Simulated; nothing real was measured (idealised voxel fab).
The document below concerns the process module designated voxel transistor to metal.
Pictured: cross-section cut, 295 nm wide, on a grid of 5 nm square cells.
Cross-section format: a grid of square cells, given as bands from top to bottom; each band is one or more rows of cells. Look at the band entry: it leads with the top's height and the bottom's height in nm. Then it lists the materials left to right, with a width in nm for each. The word "everywhere" on a single material says that material fills the band edge to edge. The word "blank" is empty space. For the purposes of this specification, 0 denotes the height below which the wafer in its as-received condition is composed wholly of one material, and the lowermost band, lacking a lower limit, extends downward without end, as expressed in "from 0 down". Top row gets the first number, bottom row gets the second, and each row in between changes by the same step: that is how a band width like "30 to 40" works. "no change occurred" for a step: no cell of the cross-section changed in that step. The entry titled "Trapped voids" provides the empty spaces that have no open way to the top, restricted to those of 8 cells or more. Each is presented as width x height at distance, the distance being measured from the left edge, with all three in nm. What comes after the settings on a step's line is commentary from the simulator itself on that step. A step line may carry the setting "overlay nm", which, for steps involving a mask, states the distance by which the mask lay to the right of its intended position; negative values denote displacement to the left.
[Listed below are the process steps as planned]
1. RECEIVE [material Si]
2. CONFORMAL_DEP [material SiO2] [thk nm 5]
3. CONFORMAL_DEP [material SiN] [thk nm 10]
4. PATTERN [tone cover] [mask id ACTIVE] [material resist] [width nm 115] [pitch nm 145] [thk nm 15] [overlay nm 0]
5. DIRECTIONAL_ETCH [etch materials SiN] [depth nm 10]
6. DIRECTIONAL_ETCH [etch materials SiO2] [depth nm 5]
7. DIRECTIONAL_ETCH [etch materials Si] [depth nm 20]
8. STRIP [etch materials resist]
9. OXIDIZE [depth nm 5]
10. FILL_DEP [material SiO2] [thk nm 5]
11. CMP [height nm 15]
12. SELECTIVE_ETCH [etch materials SiO2] [depth nm 10]
13. STRIP [etch materials SiN]
14. SELECTIVE_ETCH [etch materials SiO2] [depth nm 5]
15. OXIDIZE [depth nm 5]
16. DIRECTIONAL_DEP [material polySi] [thk nm 30]
17. DIRECTIONAL_DEP [material SiCN] [thk nm 10]
18. DIRECTIONAL_DEP [material aC] [thk nm 10]
19. PATTERN [tone cover] [mask id GATE] [material resist] [width nm 35] [pitch nm 145] [thk nm 25] [overlay nm 0]
20. DIRECTIONAL_ETCH [etch materials aC] [depth nm 10]
21. STRIP [etch materials resist]
22. DIRECTIONAL_ETCH [etch materials SiCN] [depth nm 20]
23. DIRECTIONAL_ETCH [etch materials polySi] [depth nm 40]
24. STRIP [etch materials aC]
25. CONFORMAL_DEP [material SiN] [thk nm 10]
26. DIRECTIONAL_ETCH [etch materials SiN] [depth nm 10]
27. DIRECTIONAL_ETCH [etch materials SiO2] [depth nm 5]
28. EPI [material pSi] [thk nm 5]
29. FILL_DEP [material SiO2] [thk nm 10]
30. CMP [height nm 30]
31. STRIP [etch materials polySi]
32. SELECTIVE_ETCH [etch materials SiO2] [depth nm 5]
33. CONFORMAL_DEP [material HfO2] [thk nm 5]
34. CONFORMAL_DEP [material TiN] [thk nm 5]
35. FILL_DEP [material W] [thk nm 10]
36. CMP [height nm 25]
37. DIRECTIONAL_DEP [material SiO2] [thk nm 10]
38. MASKED_ETCH [tone open] [mask id CONTACT] [width nm 15] [etch materials SiO2] [depth nm 35] [overlay nm 0]
39. CONFORMAL_DEP [material TiN] [thk nm 5]
40. FILL_DEP [material Ru] [thk nm 5]
41. CMP [height nm 35]
42. DIRECTIONAL_DEP [material TiN] [thk nm 5]
43. DIRECTIONAL_DEP [material Ru] [thk nm 15]
44. DIRECTIONAL_DEP [material aC] [thk nm 15]
45. PATTERN [tone cover] [mask id METAL_1] [material resist] [width nm 15] [thk nm 30] [overlay nm 0]
46. DIRECTIONAL_ETCH [etch materials aC] [depth nm 15]
47. STRIP [etch materials resist]
48. DIRECTIONAL_ETCH [etch materials Ru] [depth nm 15]
49. DIRECTIONAL_ETCH [etch materials TiN] [depth nm 5]
50. STRIP [etch materials aC]
51. CONFORMAL_DEP [material SiN] [thk nm 5]
52. FILL_DEP [material lowk] [thk nm 5]
53. CMP [height nm 55]
54. CONFORMAL_DEP [material SiN] [thk nm 5]
[The first of the two wafers, which ran as planned]
[Step 1 complete: cross-section of the wafer as received]
    from 0 down = Si everywhere
    Trapped voids: none
[The following cross-section depicts the wafer upon completion of step 2]
    from 5 to 0 = SiO2 everywhere
    Heights below 0 show no change.
[The following cross-section depicts the wafer upon completion of step 3]
    from 15 to 5 = SiN everywhere
    Heights below 5 show no change.
[The following cross-section depicts the wafer upon completion of step 4]
    from 30 to 15 = blank (15)  resist (115)  blank (30)  resist (115)  blank (20)
    Heights below 15 show no change.
[The following cross-section depicts the wafer upon completion of step 5]
    from 30 to 15 = blank (15)  resist (115)  blank (30)  resist (115)  blank (20)
    from 15 to 5 = blank (15)  SiN (115)  blank (30)  SiN (115)  blank (20)
    Heights below 5 show no change.
[The following cross-section depicts the wafer upon completion of step 6]
    from 30 to 15 = blank (15)  resist (115)  blank (30)  resist (115)  blank (20)
    from 15 to 5 = blank (15)  SiN (115)  blank (30)  SiN (115)  blank (20)
    from 5 to 0 = blank (15)  SiO2 (115)  blank (30)  SiO2 (115)  blank (20)
    Heights below 0 show no change.
[The following cross-section depicts the wafer upon completion of step 7]
    from 30 to 15 = blank (15)  resist (115)  blank (30)  resist (115)  blank (20)
    from 15 to 5 = blank (15)  SiN (115)  blank (30)  SiN (115)  blank (20)
    from 5 to 0 = blank (15)  SiO2 (115)  blank (30)  SiO2 (115)  blank (20)
    from 0 to -20 = blank (15)  Si (115)  blank (30)  Si (115)  blank (20)
    Heights below -20 show no change.
[The following cross-section depicts the wafer upon completion of step 8]
    from 15 to 5 = blank (15)  SiN (115)  blank (30)  SiN (115)  blank (20)
    Heights below 5 show no change.
[The following cross-section depicts the wafer upon completion of step 9]
    from 15 to 5 = blank (15)  SiN (115)  blank (30)  SiN (115)  blank (20)
    from 5 to 0 = blank (15)  SiO2 (115)  blank (30)  SiO2 (115)  blank (20)
    from 0 to -20 = blank (15)  SiO2 (5)  Si (105)  SiO2 (5)  blank (30)  SiO2 (5)  Si (105)  SiO2 (5)  blank (20)
    from -20 to -25 = SiO2 (20)  Si (105)  SiO2 (40)  Si (105)  SiO2 (25)
    Heights below -25 show no change.
[The following cross-section depicts the wafer upon completion of step 10]
    from 20 to 15 = SiO2 everywhere
    from 15 to 5 = SiO2 (15)  SiN (115)  SiO2 (30)  SiN (115)  SiO2 (20)
    from 5 to 0 = SiO2 everywhere
    from 0 to -25 = SiO2 (20)  Si (105)  SiO2 (40)  Si (105)  SiO2 (25)
    Heights below -25 show no change.
[The following cross-section depicts the wafer upon completion of step 11]
    from 15 to 5 = SiO2 (15)  SiN (115)  SiO2 (30)  SiN (115)  SiO2 (20)
    Heights below 5 show no change.
[The following cross-section depicts the wafer upon completion of step 12]
    from 15 to 5 = blank (15)  SiN (115)  blank (30)  SiN (115)  blank (20)
    Heights below 5 show no change.
[The following cross-section depicts the wafer upon completion of step 13]
    from 5 to 0 = SiO2 everywhere
    Heights below 0 show no change.
[The following cross-section depicts the wafer upon completion of step 14]
    from 0 to -25 = SiO2 (20)  Si (105)  SiO2 (40)  Si (105)  SiO2 (25)
    Heights below -25 show no change.
[The following cross-section depicts the wafer upon completion of step 15]
    from 0 to -5 = SiO2 everywhere
    Heights below -5 show no change.
[The following cross-section depicts the wafer upon completion of step 16]
    from 30 to 0 = polySi everywhere
    Heights below 0 show no change.
[The following cross-section depicts the wafer upon completion of step 17]
    from 40 to 30 = SiCN everywhere
    Heights below 30 show no change.
[The following cross-section depicts the wafer upon completion of step 18]
    from 50 to 40 = aC everywhere
    Heights below 40 show no change.
[The following cross-section depicts the wafer upon completion of step 19]
    from 75 to 50 = blank (55)  resist (35)  blank (110)  resist (35)  blank (60)
    Heights below 50 show no change.
[The following cross-section depicts the wafer upon completion of step 20]
    from 65 to 50 = blank (55)  resist (35)  blank (110)  resist (35)  blank (60)
    from 50 to 40 = blank (55)  aC (35)  blank (110)  aC (35)  blank (60)
    Heights below 40 show no change.
[The following cross-section depicts the wafer upon completion of step 21]
    from 50 to 40 = blank (55)  aC (35)  blank (110)  aC (35)  blank (60)
    Heights below 40 show no change.
[The following cross-section depicts the wafer upon completion of step 22]
    from 50 to 40 = blank (55)  aC (35)  blank (110)  aC (35)  blank (60)
    from 40 to 30 = blank (55)  SiCN (35)  blank (110)  SiCN (35)  blank (60)
    Heights below 30 show no change.
[The following cross-section depicts the wafer upon completion of step 23]
    from 50 to 40 = blank (55)  aC (35)  blank (110)  aC (35)  blank (60)
    from 40 to 30 = blank (55)  SiCN (35)  blank (110)  SiCN (35)  blank (60)
    from 30 to 0 = blank (55)  polySi (35)  blank (110)  polySi (35)  blank (60)
    Heights below 0 show no change.
[The following cross-section depicts the wafer upon completion of step 24]
    from 40 to 30 = blank (55)  SiCN (35)  blank (110)  SiCN (35)  blank (60)
    Heights below 30 show no change.
[The following cross-section depicts the wafer upon completion of step 25]
    from 50 to 40 = blank (45)  SiN (55)  blank (90)  SiN (55)  blank (50)
    from 40 to 30 = blank (45)  SiN (10)  SiCN (35)  SiN (10)  blank (90)  SiN (10)  SiCN (35)  SiN (10)  blank (50)
    from 30 to 10 = blank (45)  SiN (10)  polySi (35)  SiN (10)  blank (90)  SiN (10)  polySi (35)  SiN (10)  blank (50)
    from 10 to 0 = SiN (55)  polySi (35)  SiN (110)  polySi (35)  SiN (60)
    Heights below 0 show no change.
[The following cross-section depicts the wafer upon completion of step 26]
    from 40 to 30 = blank (45)  SiN (10)  SiCN (35)  SiN (10)  blank (90)  SiN (10)  SiCN (35)  SiN (10)  blank (50)
    from 30 to 0 = blank (45)  SiN (10)  polySi (35)  SiN (10)  blank (90)  SiN (10)  polySi (35)  SiN (10)  blank (50)
    Heights below 0 show no change.
[The following cross-section depicts the wafer upon completion of step 27]
    from 40 to 30 = blank (45)  SiN (10)  SiCN (35)  SiN (10)  blank (90)  SiN (10)  SiCN (35)  SiN (10)  blank (50)
    from 30 to 0 = blank (45)  SiN (10)  polySi (35)  SiN (10)  blank (90)  SiN (10)  polySi (35)  SiN (10)  blank (50)
    from 0 to -5 = blank (45)  SiO2 (55)  blank (90)  SiO2 (55)  blank (50)
    Heights below -5 show no change.
[The following cross-section depicts the wafer upon completion of step 28]
    from 40 to 30 = blank (45)  SiN (10)  SiCN (35)  SiN (10)  blank (90)  SiN (10)  SiCN (35)  SiN (10)  blank (50)
    from 30 to 0 = blank (45)  SiN (10)  polySi (35)  SiN (10)  blank (90)  SiN (10)  polySi (35)  SiN (10)  blank (50)
    from 0 to -5 = blank (15)  pSi (30)  SiO2 (55)  pSi (30)  blank (30)  pSi (30)  SiO2 (55)  pSi (30)  blank (20)
    Heights below -5 show no change.
[The following cross-section depicts the wafer upon completion of step 29]
    from 50 to 40 = SiO2 everywhere
    from 40 to 30 = SiO2 (45)  SiN (10)  SiCN (35)  SiN (10)  SiO2 (90)  SiN (10)  SiCN (35)  SiN (10)  SiO2 (50)
    from 30 to 0 = SiO2 (45)  SiN (10)  polySi (35)  SiN (10)  SiO2 (90)  SiN (10)  polySi (35)  SiN (10)  SiO2 (50)
    from 0 to -5 = SiO2 (15)  pSi (30)  SiO2 (55)  pSi (30)  SiO2 (30)  pSi (30)  SiO2 (55)  pSi (30)  SiO2 (20)
    Heights below -5 show no change.
[The following cross-section depicts the wafer upon completion of step 30]
    from 30 to 0 = SiO2 (45)  SiN (10)  polySi (35)  SiN (10)  SiO2 (90)  SiN (10)  polySi (35)  SiN (10)  SiO2 (50)
    Heights below 0 show no change.
[The following cross-section depicts the wafer upon completion of step 31]
    from 30 to 0 = SiO2 (45)  SiN (10)  blank (35)  SiN (10)  SiO2 (90)  SiN (10)  blank (35)  SiN (10)  SiO2 (50)
    Heights below 0 show no change.
[The following cross-section depicts the wafer upon completion of step 32]
    from 30 to 25 = blank (45)  SiN (10)  blank (35)  SiN (10)  blank (90)  SiN (10)  blank (35)  SiN (10)  blank (50)
    from 25 to 0 = SiO2 (45)  SiN (10)  blank (35)  SiN (10)  SiO2 (90)  SiN (10)  blank (35)  SiN (10)  SiO2 (50)
    from 0 to -5 = SiO2 (15)  pSi (30)  SiO2 (5)  blank (45)  SiO2 (5)  pSi (30)  SiO2 (30)  pSi (30)  SiO2 (5)  blank (45)  SiO2 (5)  pSi (30)  SiO2 (20)
    Heights below -5 show no change.
[The following cross-section depicts the wafer upon completion of step 33]
    from 35 to 30 = blank (40)  HfO2 (20)  blank (25)  HfO2 (20)  blank (80)  HfO2 (20)  blank (25)  HfO2 (20)  blank (45)
    from 30 to 25 = HfO2 (45)  SiN (10)  HfO2 (5)  blank (25)  HfO2 (5)  SiN (10)  HfO2 (90)  SiN (10)  HfO2 (5)  blank (25)  HfO2 (5)  SiN (10)  HfO2 (50)
    from 25 to 0 = SiO2 (45)  SiN (10)  HfO2 (5)  blank (25)  HfO2 (5)  SiN (10)  SiO2 (90)  SiN (10)  HfO2 (5)  blank (25)  HfO2 (5)  SiN (10)  SiO2 (50)
    from 0 to -5 = SiO2 (15)  pSi (30)  SiO2 (5)  HfO2 (45)  SiO2 (5)  pSi (30)  SiO2 (30)  pSi (30)  SiO2 (5)  HfO2 (45)  SiO2 (5)  pSi (30)  SiO2 (20)
    Heights below -5 show no change.
[The following cross-section depicts the wafer upon completion of step 34]
    from 40 to 35 = blank (35)  TiN (30)  blank (15)  TiN (30)  blank (70)  TiN (30)  blank (15)  TiN (30)  blank (40)
    from 35 to 30 = TiN (40)  HfO2 (20)  TiN (5)  blank (15)  TiN (5)  HfO2 (20)  TiN (80)  HfO2 (20)  TiN (5)  blank (15)  TiN (5)  HfO2 (20)  TiN (45)
    from 30 to 25 = HfO2 (45)  SiN (10)  HfO2 (5)  TiN (5)  blank (15)  TiN (5)  HfO2 (5)  SiN (10)  HfO2 (90)  SiN (10)  HfO2 (5)  TiN (5)  blank (15)  TiN (5)  HfO2 (5)  SiN (10)  HfO2 (50)
    from 25 to 5 = SiO2 (45)  SiN (10)  HfO2 (5)  TiN (5)  blank (15)  TiN (5)  HfO2 (5)  SiN (10)  SiO2 (90)  SiN (10)  HfO2 (5)  TiN (5)  blank (15)  TiN (5)  HfO2 (5)  SiN (10)  SiO2 (50)
    from 5 to 0 = SiO2 (45)  SiN (10)  HfO2 (5)  TiN (25)  HfO2 (5)  SiN (10)  SiO2 (90)  SiN (10)  HfO2 (5)  TiN (25)  HfO2 (5)  SiN (10)  SiO2 (50)
    Heights below 0 show no change.
[The following cross-section depicts the wafer upon completion of step 35]
    from 50 to 40 = W everywhere
    from 40 to 35 = W (35)  TiN (30)  W (15)  TiN (30)  W (70)  TiN (30)  W (15)  TiN (30)  W (40)
    from 35 to 30 = TiN (40)  HfO2 (20)  TiN (5)  W (15)  TiN (5)  HfO2 (20)  TiN (80)  HfO2 (20)  TiN (5)  W (15)  TiN (5)  HfO2 (20)  TiN (45)
    from 30 to 25 = HfO2 (45)  SiN (10)  HfO2 (5)  TiN (5)  W (15)  TiN (5)  HfO2 (5)  SiN (10)  HfO2 (90)  SiN (10)  HfO2 (5)  TiN (5)  W (15)  TiN (5)  HfO2 (5)  SiN (10)  HfO2 (50)
    from 25 to 5 = SiO2 (45)  SiN (10)  HfO2 (5)  TiN (5)  W (15)  TiN (5)  HfO2 (5)  SiN (10)  SiO2 (90)  SiN (10)  HfO2 (5)  TiN (5)  W (15)  TiN (5)  HfO2 (5)  SiN (10)  SiO2 (50)
    Heights below 5 show no change.
[The following cross-section depicts the wafer upon completion of step 36]
    from 25 to 5 = SiO2 (45)  SiN (10)  HfO2 (5)  TiN (5)  W (15)  TiN (5)  HfO2 (5)  SiN (10)  SiO2 (90)  SiN (10)  HfO2 (5)  TiN (5)  W (15)  TiN (5)  HfO2 (5)  SiN (10)  SiO2 (50)
    Heights below 5 show no change.
[The following cross-section depicts the wafer upon completion of step 37]
    from 35 to 25 = SiO2 everywhere
    Heights below 25 show no change.
[The following cross-section depicts the wafer upon completion of step 38]
    from 35 to 25 = SiO2 (25)  blank (15)  SiO2 (65)  blank (15)  SiO2 (50)  blank (15)  SiO2 (65)  blank (15)  SiO2 (30)
    from 25 to 5 = SiO2 (25)  blank (15)  SiO2 (5)  SiN (10)  HfO2 (5)  TiN (5)  W (15)  TiN (5)  HfO2 (5)  SiN (10)  SiO2 (5)  blank (15)  SiO2 (50)  blank (15)  SiO2 (5)  SiN (10)  HfO2 (5)  TiN (5)  W (15)  TiN (5)  HfO2 (5)  SiN (10)  SiO2 (5)  blank (15)  SiO2 (30)
    from 5 to 0 = SiO2 (25)  blank (15)  SiO2 (5)  SiN (10)  HfO2 (5)  TiN (25)  HfO2 (5)  SiN (10)  SiO2 (5)  blank (15)  SiO2 (50)  blank (15)  SiO2 (5)  SiN (10)  HfO2 (5)  TiN (25)  HfO2 (5)  SiN (10)  SiO2 (5)  blank (15)  SiO2 (30)
    Heights below 0 show no change.
[The following cross-section depicts the wafer upon completion of step 39]
    from 40 to 35 = TiN (30)  blank (5)  TiN (75)  blank (5)  TiN (60)  blank (5)  TiN (75)  blank (5)  TiN (35)
    from 35 to 25 = SiO2 (25)  TiN (5)  blank (5)  TiN (5)  SiO2 (65)  TiN (5)  blank (5)  TiN (5)  SiO2 (50)  TiN (5)  blank (5)  TiN (5)  SiO2 (65)  TiN (5)  blank (5)  TiN (5)  SiO2 (30)
    from 25 to 5 = SiO2 (25)  TiN (5)  blank (5)  TiN (5)  SiO2 (5)  SiN (10)  HfO2 (5)  TiN (5)  W (15)  TiN (5)  HfO2 (5)  SiN (10)  SiO2 (5)  TiN (5)  blank (5)  TiN (5)  SiO2 (50)  TiN (5)  blank (5)  TiN (5)  SiO2 (5)  SiN (10)  HfO2 (5)  TiN (5)  W (15)  TiN (5)  HfO2 (5)  SiN (10)  SiO2 (5)  TiN (5)  blank (5)  TiN (5)  SiO2 (30)
    from 5 to 0 = SiO2 (25)  TiN (15)  SiO2 (5)  SiN (10)  HfO2 (5)  TiN (25)  HfO2 (5)  SiN (10)  SiO2 (5)  TiN (15)  SiO2 (50)  TiN (15)  SiO2 (5)  SiN (10)  HfO2 (5)  TiN (25)  HfO2 (5)  SiN (10)  SiO2 (5)  TiN (15)  SiO2 (30)
    Heights below 0 show no change.
[The following cross-section depicts the wafer upon completion of step 40]
    from 45 to 40 = Ru everywhere
    from 40 to 35 = TiN (30)  Ru (5)  TiN (75)  Ru (5)  TiN (60)  Ru (5)  TiN (75)  Ru (5)  TiN (35)
    from 35 to 25 = SiO2 (25)  TiN (5)  Ru (5)  TiN (5)  SiO2 (65)  TiN (5)  Ru (5)  TiN (5)  SiO2 (50)  TiN (5)  Ru (5)  TiN (5)  SiO2 (65)  TiN (5)  Ru (5)  TiN (5)  SiO2 (30)
    from 25 to 5 = SiO2 (25)  TiN (5)  Ru (5)  TiN (5)  SiO2 (5)  SiN (10)  HfO2 (5)  TiN (5)  W (15)  TiN (5)  HfO2 (5)  SiN (10)  SiO2 (5)  TiN (5)  Ru (5)  TiN (5)  SiO2 (50)  TiN (5)  Ru (5)  TiN (5)  SiO2 (5)  SiN (10)  HfO2 (5)  TiN (5)  W (15)  TiN (5)  HfO2 (5)  SiN (10)  SiO2 (5)  TiN (5)  Ru (5)  TiN (5)  SiO2 (30)
    Heights below 5 show no change.
[The following cross-section depicts the wafer upon completion of step 41]
    from 35 to 25 = SiO2 (25)  TiN (5)  Ru (5)  TiN (5)  SiO2 (65)  TiN (5)  Ru (5)  TiN (5)  SiO2 (50)  TiN (5)  Ru (5)  TiN (5)  SiO2 (65)  TiN (5)  Ru (5)  TiN (5)  SiO2 (30)
    Heights below 25 show no change.
[The following cross-section depicts the wafer upon completion of step 42]
    from 40 to 35 = TiN everywhere
    Heights below 35 show no change.
[The following cross-section depicts the wafer upon completion of step 43]
    from 55 to 40 = Ru everywhere
    Heights below 40 show no change.
[The following cross-section depicts the wafer upon completion of step 44]
    from 70 to 55 = aC everywhere
    Heights below 55 show no change.
[The following cross-section depicts the wafer upon completion of step 45]
    from 100 to 70 = blank (25)  resist (15)  blank (65)  resist (15)  blank (50)  resist (15)  blank (65)  resist (15)  blank (30)
    Heights below 70 show no change.
[The following cross-section depicts the wafer upon completion of step 46]
    from 85 to 70 = blank (25)  resist (15)  blank (65)  resist (15)  blank (50)  resist (15)  blank (65)  resist (15)  blank (30)
    from 70 to 55 = blank (25)  aC (15)  blank (65)  aC (15)  blank (50)  aC (15)  blank (65)  aC (15)  blank (30)
    Heights below 55 show no change.
[The following cross-section depicts the wafer upon completion of step 47]
    from 70 to 55 = blank (25)  aC (15)  blank (65)  aC (15)  blank (50)  aC (15)  blank (65)  aC (15)  blank (30)
    Heights below 55 show no change.
[The following cross-section depicts the wafer upon completion of step 48]
    from 70 to 55 = blank (25)  aC (15)  blank (65)  aC (15)  blank (50)  aC (15)  blank (65)  aC (15)  blank (30)
    from 55 to 40 = blank (25)  Ru (15)  blank (65)  Ru (15)  blank (50)  Ru (15)  blank (65)  Ru (15)  blank (30)
    Heights below 40 show no change.
[The following cross-section depicts the wafer upon completion of step 49]
    from 70 to 55 = blank (25)  aC (15)  blank (65)  aC (15)  blank (50)  aC (15)  blank (65)  aC (15)  blank (30)
    from 55 to 40 = blank (25)  Ru (15)  blank (65)  Ru (15)  blank (50)  Ru (15)  blank (65)  Ru (15)  blank (30)
    from 40 to 35 = blank (25)  TiN (15)  blank (65)  TiN (15)  blank (50)  TiN (15)  blank (65)  TiN (15)  blank (30)
    Heights below 35 show no change.
[The following cross-section depicts the wafer upon completion of step 50]
    from 55 to 40 = blank (25)  Ru (15)  blank (65)  Ru (15)  blank (50)  Ru (15)  blank (65)  Ru (15)  blank (30)
    Heights below 40 show no change.
[The following cross-section depicts the wafer upon completion of step 51]
    from 60 to 55 = blank (20)  SiN (25)  blank (55)  SiN (25)  blank (40)  SiN (25)  blank (55)  SiN (25)  blank (25)
    from 55 to 40 = blank (20)  SiN (5)  Ru (15)  SiN (5)  blank (55)  SiN (5)  Ru (15)  SiN (5)  blank (40)  SiN (5)  Ru (15)  SiN (5)  blank (55)  SiN (5)  Ru (15)  SiN (5)  blank (25)
    from 40 to 35 = SiN (25)  TiN (15)  SiN (65)  TiN (15)  SiN (50)  TiN (15)  SiN (65)  TiN (15)  SiN (30)
    Heights below 35 show no change.
[The following cross-section depicts the wafer upon completion of step 52]
    from 65 to 60 = lowk everywhere
    from 60 to 55 = lowk (20)  SiN (25)  lowk (55)  SiN (25)  lowk (40)  SiN (25)  lowk (55)  SiN (25)  lowk (25)
    from 55 to 40 = lowk (20)  SiN (5)  Ru (15)  SiN (5)  lowk (55)  SiN (5)  Ru (15)  SiN (5)  lowk (40)  SiN (5)  Ru (15)  SiN (5)  lowk (55)  SiN (5)  Ru (15)  SiN (5)  lowk (25)
    Heights below 40 show no change.
[The following cross-section depicts the wafer upon completion of step 53]
    from 55 to 40 = lowk (20)  SiN (5)  Ru (15)  SiN (5)  lowk (55)  SiN (5)  Ru (15)  SiN (5)  lowk (40)  SiN (5)  Ru (15)  SiN (5)  lowk (55)  SiN (5)  Ru (15)  SiN (5)  lowk (25)
    Heights below 40 show no change.
[The following cross-section depicts the wafer upon completion of step 54]
    from 60 to 55 = SiN everywhere
    Heights below 55 show no change.
[The second wafer began exactly as the first did and followed the same plan, but one mistake was made while running it; through step 52 inclusive, the two wafers are identical]
[Second wafer at the planned finish of step 53, seen in cross-section]
    from 45 to 40 = lowk (20)  SiN (5)  Ru (15)  SiN (5)  lowk (55)  SiN (5)  Ru (15)  SiN (5)  lowk (40)  SiN (5)  Ru (15)  SiN (5)  lowk (55)  SiN (5)  Ru (15)  SiN (5)  lowk (25)
    Heights below 40 show no change.
[Second wafer at the planned finish of step 54, seen in cross-section]
    from 50 to 45 = SiN everywhere
    Heights below 45 show no change.
What was the processing mistake? the process deviated at step 53: the operation and settings actually run there were CMP [height nm 45]
The second wafer ends with more or fewer cells of some materials than the first, per final count: Ru -24 | SiN -16 | lowk -78
